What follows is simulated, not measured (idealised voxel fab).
process module | voxel air gaps
cross-section cut | 165 nm wide | cells 5 nm
A cross-section is a grid of square cells, given in bands from the top down. A band is one or more rows of cells.
Each band's line starts with the height of the band's top and of its bottom, in nm. Then come its materials from left to right, each with its width in nm. One material with "throughout" fills the band from edge to edge. "air" is empty space.
Height 0 is the level under which the wafer as received is all one material. The lowest band goes on downwards, as in "0 down".
A width such as "30 to 40" changes by the same amount from each row of cells to the next, from the band's top row to its bottom row.
"no change" after a step means that no cell of the cross-section changed.
closed voids: empty space of 8 cells or more with no open way to the top, each as width x height at its distance from the left edge, in nm
after a step's settings: what the simulator itself notes on the step
overlay nm, on a step with a mask: how far to the right of its planned place the mask lay; to the left if negative
plan
1 op RECEIVE | material Si
2 op CONFORMAL_DEP | material SiO2 | thk nm 15
3 op CONFORMAL_DEP | material SiCN | thk nm 5
4 op DIRECTIONAL_DEP | material SiO2 | thk nm 30
5 op DIRECTIONAL_DEP | material aC | thk nm 10
6 op PATTERN | tone open | mask id LINES | material resist | width nm 15 | pitch nm 40 | thk nm 25 | overlay nm 0
7 op DIRECTIONAL_ETCH | etch materials aC | depth nm 10
8 op STRIP | etch materials resist
9 op DIRECTIONAL_ETCH | etch materials SiO2 | depth nm 30
10 op STRIP | etch materials aC
11 op CONFORMAL_DEP | material TiN | thk nm 5
12 op FILL_DEP | material W | thk nm 10
13 op CMP | height nm 50
14 op EPI | material Ru | thk nm 10
15 op SELECTIVE_ETCH | etch materials SiO2 | depth nm 40
16 op CONFORMAL_DEP | material SiCN | thk nm 5
first wafer, as planned
as received, after step 1
  0 down: Si throughout
  closed voids: none
after step 2
  15 to 0: SiO2 throughout
  below 0: unchanged
after step 3
  20 to 15: SiCN throughout
  below 15: unchanged
after step 4
  50 to 20: SiO2 throughout
  below 20: unchanged
after step 5
  60 to 50: aC throughout
  below 50: unchanged
after step 6
  85 to 60: resist 35 | air 15 | resist 25 | air 15 | resist 25 | air 15 | resist 35
  below 60: unchanged
after step 7
  75 to 60: resist 35 | air 15 | resist 25 | air 15 | resist 25 | air 15 | resist 35
  60 to 50: aC 35 | air 15 | aC 25 | air 15 | aC 25 | air 15 | aC 35
  below 50: unchanged
after step 8
  60 to 50: aC 35 | air 15 | aC 25 | air 15 | aC 25 | air 15 | aC 35
  below 50: unchanged
after step 9
  60 to 50: aC 35 | air 15 | aC 25 | air 15 | aC 25 | air 15 | aC 35
  50 to 20: SiO2 35 | air 15 | SiO2 25 | air 15 | SiO2 25 | air 15 | SiO2 35
  below 20: unchanged
after step 10
  50 to 20: SiO2 35 | air 15 | SiO2 25 | air 15 | SiO2 25 | air 15 | SiO2 35
  below 20: unchanged
after step 11
  55 to 50: TiN 40 | air 5 | TiN 35 | air 5 | TiN 35 | air 5 | TiN 40
  50 to 25: SiO2 35 | TiN 5 | air 5 | TiN 5 | SiO2 25 | TiN 5 | air 5 | TiN 5 | SiO2 25 | TiN 5 | air 5 | TiN 5 | SiO2 35
  25 to 20: SiO2 35 | TiN 15 | SiO2 25 | TiN 15 | SiO2 25 | TiN 15 | SiO2 35
  below 20: unchanged
after step 12
  65 to 55: W throughout
  55 to 50: TiN 40 | W 5 | TiN 35 | W 5 | TiN 35 | W 5 | TiN 40
  50 to 25: SiO2 35 | TiN 5 | W 5 | TiN 5 | SiO2 25 | TiN 5 | W 5 | TiN 5 | SiO2 25 | TiN 5 | W 5 | TiN 5 | SiO2 35
  below 25: unchanged
after step 13
  50 to 25: SiO2 35 | TiN 5 | W 5 | TiN 5 | SiO2 25 | TiN 5 | W 5 | TiN 5 | SiO2 25 | TiN 5 | W 5 | TiN 5 | SiO2 35
  below 25: unchanged
after step 14
  60 to 50: air 25 | Ru 35 | air 5 | Ru 35 | air 5 | Ru 35 | air 25
  below 50: unchanged
after step 15
  60 to 50: air 25 | Ru 35 | air 5 | Ru 35 | air 5 | Ru 35 | air 25
  50 to 25: air 35 | TiN 5 | W 5 | TiN 5 | air 25 | TiN 5 | W 5 | TiN 5 | air 25 | TiN 5 | W 5 | TiN 5 | air 35
  25 to 20: air 35 | TiN 15 | air 25 | TiN 15 | air 25 | TiN 15 | air 35
  below 20: unchanged
after step 16
  65 to 60: air 20 | SiCN 125 | air 20
  60 to 50: air 20 | SiCN 5 | Ru 35 | SiCN 5 | Ru 35 | SiCN 5 | Ru 35 | SiCN 5 | air 20
  50 to 45: air 20 | SiCN 15 | TiN 5 | W 5 | TiN 5 | SiCN 25 | TiN 5 | W 5 | TiN 5 | SiCN 25 | TiN 5 | W 5 | TiN 5 | SiCN 15 | air 20
  45 to 25: air 30 | SiCN 5 | TiN 5 | W 5 | TiN 5 | SiCN 5 | air 15 | SiCN 5 | TiN 5 | W 5 | TiN 5 | SiCN 5 | air 15 | SiCN 5 | TiN 5 | W 5 | TiN 5 | SiCN 5 | air 30
  25 to 20: SiCN 35 | TiN 15 | SiCN 25 | TiN 15 | SiCN 25 | TiN 15 | SiCN 35
  below 20: unchanged
  closed voids: 15 x 20 at 55; 15 x 20 at 95
second wafer: like start, like plan, one mistake. Through step 2 it matches the first wafer
when step 3 should have ended
  45 to 0: SiO2 throughout
  below 0: unchanged
when step 4 should have ended
  50 to 45: SiCN throughout
  below 45: unchanged
when step 5 should have ended
  60 to 50: aC throughout
  below 50: unchanged
when step 6 should have ended
  85 to 60: resist 35 | air 15 | resist 25 | air 15 | resist 25 | air 15 | resist 35
  below 60: unchanged
when step 7 should have ended
  75 to 60: resist 35 | air 15 | resist 25 | air 15 | resist 25 | air 15 | resist 35
  60 to 50: aC 35 | air 15 | aC 25 | air 15 | aC 25 | air 15 | aC 35
  below 50: unchanged
when step 8 should have ended
  60 to 50: aC 35 | air 15 | aC 25 | air 15 | aC 25 | air 15 | aC 35
  below 50: unchanged
when step 9 should have ended: no change
when step 10 should have ended
  50 to 45: SiCN throughout
  below 45: unchanged
when step 11 should have ended
  55 to 50: TiN throughout
  below 50: unchanged
when step 12 should have ended
  65 to 55: W throughout
  below 55: unchanged
when step 13 should have ended
  50 to 45: SiCN throughout
  below 45: unchanged
when step 14 should have ended: no change
when step 15 should have ended: no change
when step 16 should have ended
  55 to 45: SiCN throughout
  below 45: unchanged
what went wrong: steps 3 and 4 were swapped
at the end the second wafer has, in cells: 42 fewer of Ru | 64 fewer of SiCN | 198 more of SiO2 | 39 fewer of TiN | 15 fewer of W
closed voids at the end (first wafer, second wafer): 2, 0
